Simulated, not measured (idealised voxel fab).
Proc. module: voxel ribs on slabs
In the cross-section labelled cut, the width is 175 nm and each square cell is 5 nm.
A cross-section in this document is a grid of square cells, and it is written down as bands, the top band listed before the ones below it; a band is made up of one or more rows of cells. Quick guide to a band line: top height, bottom height (nm) up front; then every material left to right with its width in nm. Only one material and it's marked "full width"? Then it fills the band edge to edge. And "empty" just means empty space. All heights in this document are referenced to 0, defined as the level beneath which the wafer, as received, consists entirely of one material. The lowest band is not bounded below; it extends indefinitely downward and is written in the form "0 and below". Width: "30->40" (first number = top row, second number = bottom row, same change from row to row of cells). "nothing different" -> step changed no cross-section cell. For the entry "Enclosed cavities", the listed items are empty spaces with no open way to the top whose size is 8 cells or more; each item follows the pattern width x height at distance, where distance is from the left edge and all three are in nm. Anything after a step's settings on that line? It's the simulator's own note about the step. The setting "overlay nm" may be written on the line of a step. When the step uses a mask, the value reports how far to the right of the planned place the mask lay, and a negative value reports that it lay to the left.
-- Steps planned for the process
1: RECEIVE | material Si
2: DIRECTIONAL_DEP | material SiO2 | thk nm 30
3: DIRECTIONAL_DEP | material SiN | thk nm 20
4: PATTERN | tone cover | mask id RIB | material resist | width nm 20 | thk nm 20 | overlay nm 0
5: DIRECTIONAL_ETCH | etch materials SiN | depth nm 15
6: STRIP | etch materials resist
7: PATTERN | tone cover | mask id SLAB | material resist | width nm 60 | thk nm 20 | overlay nm 0
8: DIRECTIONAL_ETCH | etch materials SiN | depth nm 5
9: STRIP | etch materials resist
10: FILL_DEP | material SiO2 | thk nm 15
11: CMP | height nm 60
12: DIRECTIONAL_DEP | material TiN | thk nm 10
13: DIRECTIONAL_DEP | material aC | thk nm 10
14: PATTERN | tone cover | mask id HEATER | material resist | width nm 30 | thk nm 25 | overlay nm 0
15: DIRECTIONAL_ETCH | etch materials aC | depth nm 10
16: STRIP | etch materials resist
17: DIRECTIONAL_ETCH | etch materials TiN | depth nm 10
18: STRIP | etch materials aC
19: CONFORMAL_DEP | material SiN | thk nm 5
-- Wafer as received: cross-section following step 1
	0 and below = Si full width
	Enclosed cavities: none
-- Wafer cross-section at module end: first of two, run to plan
	75 down to 70 = empty 65 nm, SiN 40 nm, empty 70 nm
	70 down to 65 = empty 65 nm, SiN 5 nm, TiN 30 nm, SiN 5 nm, empty 70 nm
	65 down to 60 = SiN 70 nm, TiN 30 nm, SiN 75 nm
	60 down to 50 = SiO2 full width
	50 down to 35 = SiO2 75 nm, SiN 20 nm, SiO2 80 nm
	35 down to 30 = SiO2 55 nm, SiN 60 nm, SiO2 60 nm
	30 down to 0 = SiO2 full width
	0 and below = Si full width
	Enclosed cavities: none
-- End-of-module cross-section of the second wafer: identical starting point and process plan to the first, with one processing mistake
	75 down to 70 = empty 65 nm, SiN 40 nm, empty 70 nm
	70 down to 65 = empty 65 nm, SiN 5 nm, TiN 30 nm, SiN 5 nm, empty 70 nm
	65 down to 60 = SiN 70 nm, TiN 30 nm, SiN 75 nm
	60 down to 50 = SiO2 75->55 nm, SiN 20->60 nm, SiO2 80->60 nm
	50 down to 30 = SiN full width
	30 down to 0 = SiO2 full width
	0 and below = Si full width
	Enclosed cavities: none
Diagnosis: step 3 of the plan was performed twice
Heads up, by the end the second wafer has more or fewer cells of some materials compared to the first: 132 more of SiN | 132 fewer of SiO2
